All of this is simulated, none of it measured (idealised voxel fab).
The document below concerns the process module designated voxel double patterning.
Cross-sectional view cut (width: 190 nm; square cell size: 5 nm).
Each cross-section below is a grid of square cells, stated as bands in top-down order, with one or more rows of cells making up each band. Heads up on the band format: heights come first, top then bottom, in nm. After that it's the materials left to right, each with its width in nm. A single material flagged "all across" fills the whole band edge to edge, and "blank" means there's empty space there. Heights from 0 (as-received wafer is one material below). Bottom band endless downward, as "0..down". Per-row width for "30->40": begins at first number (top row of band), ends at second number (bottom row), increment between rows held constant. "everything unchanged" for a step: no cell of the cross-section changed in that step. "Tabulated closed voids" specifies each empty space that is not open to the top and that occupies no fewer than 8 cells, using the form width x height at distance, the distance measured from the left edge and all three quantities in nm. Anything after a step's settings on that line? It's the simulator's own note about the step. A step line may carry the setting "overlay nm", which, for steps involving a mask, states the distance by which the mask lay to the right of its intended position; negative values denote displacement to the left.

List of planned process steps
- 1: RECEIVE, material Si
- 2: CONFORMAL_DEP, material SiO2, thk nm 10
- 3: DIRECTIONAL_DEP, material polySi, thk nm 10
- 4: DIRECTIONAL_DEP, material SiCN, thk nm 10
- 5: PATTERN, tone open, mask id FIRST, material resist, width nm 15, pitch nm 50, thk nm 20, overlay nm 0
- 6: DIRECTIONAL_ETCH, etch materials SiCN, depth nm 10
- 7: STRIP, etch materials resist
- 8: MASKED_ETCH, tone open, mask id SECOND, width nm 15, etch materials SiCN, depth nm 10, overlay nm 0
- 9: DIRECTIONAL_ETCH, etch materials polySi, depth nm 10
- 10: STRIP, etch materials SiCN

The first of the two wafers, which ran as planned

As-received state of the wafer in cross-section, equivalent to post-step 1
  0..down  Si all across
  Tabulated closed voids: none

Take a look at the wafer's cross-section after step 2
  10..0  SiO2 all across
  Rest of section, below 0: as before.

Take a look at the wafer's cross-section after step 3
  20..10  polySi all across
  Rest of section, below 10: as before.

Take a look at the wafer's cross-section after step 4
  30..20  SiCN all across
  Rest of section, below 20: as before.

Take a look at the wafer's cross-section after step 5
  50..30  resist 60 nm; blank 15 nm; resist 35 nm; blank 15 nm; resist 65 nm
  Rest of section, below 30: as before.

Take a look at the wafer's cross-section after step 6
  50..30  resist 60 nm; blank 15 nm; resist 35 nm; blank 15 nm; resist 65 nm
  30..20  SiCN 60 nm; blank 15 nm; SiCN 35 nm; blank 15 nm; SiCN 65 nm
  Rest of section, below 20: as before.

Take a look at the wafer's cross-section after step 7
  30..20  SiCN 60 nm; blank 15 nm; SiCN 35 nm; blank 15 nm; SiCN 65 nm
  Rest of section, below 20: as before.

Take a look at the wafer's cross-section after step 8
  30..20  SiCN 60 nm; blank 15 nm; SiCN 10 nm; blank 15 nm; SiCN 10 nm; blank 15 nm; SiCN 65 nm
  Rest of section, below 20: as before.

Take a look at the wafer's cross-section after step 9
  30..20  SiCN 60 nm; blank 15 nm; SiCN 10 nm; blank 15 nm; SiCN 10 nm; blank 15 nm; SiCN 65 nm
  20..10  polySi 60 nm; blank 15 nm; polySi 10 nm; blank 15 nm; polySi 10 nm; blank 15 nm; polySi 65 nm
  Rest of section, below 10: as before.

Take a look at the wafer's cross-section after step 10
  20..10  polySi 60 nm; blank 15 nm; polySi 10 nm; blank 15 nm; polySi 10 nm; blank 15 nm; polySi 65 nm
  Rest of section, below 10: as before.

The remaining wafer, second of the two, started like the first and was run to the same plan, except that one mistake was made along the way; the two coincide through step 1, inclusive

The second wafer cut through, at the time step 2 was supposed to be finished
  10..0  polySi all across
  Rest of section, below 0: as before.

The second wafer cut through, at the time step 3 was supposed to be finished
  20..10  SiO2 all across
  Rest of section, below 10: as before.

The second wafer cut through, at the time step 4 was supposed to be finished
  30..20  SiCN all across
  Rest of section, below 20: as before.

The second wafer cut through, at the time step 5 was supposed to be finished
  50..30  resist 60 nm; blank 15 nm; resist 35 nm; blank 15 nm; resist 65 nm
  Rest of section, below 30: as before.

The second wafer cut through, at the time step 6 was supposed to be finished
  50..30  resist 60 nm; blank 15 nm; resist 35 nm; blank 15 nm; resist 65 nm
  30..20  SiCN 60 nm; blank 15 nm; SiCN 35 nm; blank 15 nm; SiCN 65 nm
  Rest of section, below 20: as before.

The second wafer cut through, at the time step 7 was supposed to be finished
  30..20  SiCN 60 nm; blank 15 nm; SiCN 35 nm; blank 15 nm; SiCN 65 nm
  Rest of section, below 20: as before.

The second wafer cut through, at the time step 8 was supposed to be finished
  30..20  SiCN 60 nm; blank 15 nm; SiCN 10 nm; blank 15 nm; SiCN 10 nm; blank 15 nm; SiCN 65 nm
  Rest of section, below 20: as before.

The second wafer cut through, at the time step 9 was supposed to be finished: everything unchanged

The second wafer cut through, at the time step 10 was supposed to be finished
  20..10  SiO2 all across
  Rest of section, below 10: as before.
What was the processing mistake? mixed up steps 2 and 3 - ran each in the other's place
Final cells, second wafer relative to first, materials higher or lower: polySi +18
